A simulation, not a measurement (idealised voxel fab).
process module | voxel trench capacitor
cross-section cut | 140 nm wide | cells 5 nm
A cross-section is a grid of square cells, given in bands from the top down. A band is one or more rows of cells.
Each band's line starts with the height of the band's top and of its bottom, in nm. Then come its materials from left to right, each with its width in nm. One material with "throughout" fills the band from edge to edge. "air" is empty space.
Height 0 is the level under which the wafer as received is all one material. The lowest band goes on downwards, as in "0 down".
A width such as "30 to 40" changes by the same amount from each row of cells to the next, from the band's top row to its bottom row.
"no change" after a step means that no cell of the cross-section changed.
closed voids: empty space of 8 cells or more with no open way to the top, each as width x height at its distance from the left edge, in nm
after a step's settings: what the simulator itself notes on the step
overlay nm, on a step with a mask: how far to the right of its planned place the mask lay; to the left if negative
plan
1 op RECEIVE | material Si
2 op CONFORMAL_DEP | material SiN | thk nm 10
3 op MASKED_ETCH | tone open | mask id TRENCH | width nm 20 | pitch nm 35 | etch materials SiN | depth nm 10 | overlay nm 0
4 op MASKED_ETCH | tone open | mask id TRENCH | width nm 20 | pitch nm 35 | etch materials Si | depth nm 35 | overlay nm 0
5 op CONFORMAL_DEP | material Al2O3 | thk nm 5
6 op FILL_DEP | material polySi | thk nm 5
7 op CMP | height nm 10
first wafer, as planned
as received, after step 1
  0 down: Si throughout
  closed voids: none
after step 2
  10 to 0: SiN throughout
  below 0: unchanged
after step 3
  10 to 0: SiN 40 | air 20 | SiN 15 | air 20 | SiN 45
  below 0: unchanged
after step 4
  10 to 0: SiN 40 | air 20 | SiN 15 | air 20 | SiN 45
  0 to -35: Si 40 | air 20 | Si 15 | air 20 | Si 45
  below -35: unchanged
after step 5
  15 to 10: Al2O3 45 | air 10 | Al2O3 25 | air 10 | Al2O3 50
  10 to 0: SiN 40 | Al2O3 5 | air 10 | Al2O3 5 | SiN 15 | Al2O3 5 | air 10 | Al2O3 5 | SiN 45
  0 to -30: Si 40 | Al2O3 5 | air 10 | Al2O3 5 | Si 15 | Al2O3 5 | air 10 | Al2O3 5 | Si 45
  -30 to -35: Si 40 | Al2O3 20 | Si 15 | Al2O3 20 | Si 45
  below -35: unchanged
after step 6
  20 to 15: polySi throughout
  15 to 10: Al2O3 45 | polySi 10 | Al2O3 25 | polySi 10 | Al2O3 50
  10 to 0: SiN 40 | Al2O3 5 | polySi 10 | Al2O3 5 | SiN 15 | Al2O3 5 | polySi 10 | Al2O3 5 | SiN 45
  0 to -30: Si 40 | Al2O3 5 | polySi 10 | Al2O3 5 | Si 15 | Al2O3 5 | polySi 10 | Al2O3 5 | Si 45
  below -30: unchanged
after step 7
  10 to 0: SiN 40 | Al2O3 5 | polySi 10 | Al2O3 5 | SiN 15 | Al2O3 5 | polySi 10 | Al2O3 5 | SiN 45
  below 0: unchanged
second wafer: like start, like plan, one mistake. Through step 2 it matches the first wafer
when step 3 should have ended
  10 to 0: air 40 | SiN 20 | air 15 | SiN 20 | air 45
  below 0: unchanged
when step 4 should have ended: no change
when step 5 should have ended
  15 to 10: air 35 | Al2O3 30 | air 5 | Al2O3 30 | air 40
  10 to 5: air 35 | Al2O3 5 | SiN 20 | Al2O3 5 | air 5 | Al2O3 5 | SiN 20 | Al2O3 5 | air 40
  5 to 0: Al2O3 40 | SiN 20 | Al2O3 15 | SiN 20 | Al2O3 45
  below 0: unchanged
when step 6 should have ended
  20 to 15: polySi throughout
  15 to 10: polySi 35 | Al2O3 30 | polySi 5 | Al2O3 30 | polySi 40
  10 to 5: polySi 35 | Al2O3 5 | SiN 20 | Al2O3 5 | polySi 5 | Al2O3 5 | SiN 20 | Al2O3 5 | polySi 40
  below 5: unchanged
when step 7 should have ended
  10 to 5: polySi 35 | Al2O3 5 | SiN 20 | Al2O3 5 | polySi 5 | Al2O3 5 | SiN 20 | Al2O3 5 | polySi 40
  below 5: unchanged
what went wrong: step 3 ran as: op MASKED_ETCH | tone cover | mask id TRENCH | width nm 20 | pitch nm 35 | etch materials SiN | depth nm 10 | overlay nm 0
at the end the second wafer has, in cells: 16 fewer of Al2O3 | 56 more of Si | 24 fewer of SiN | 16 fewer of polySi
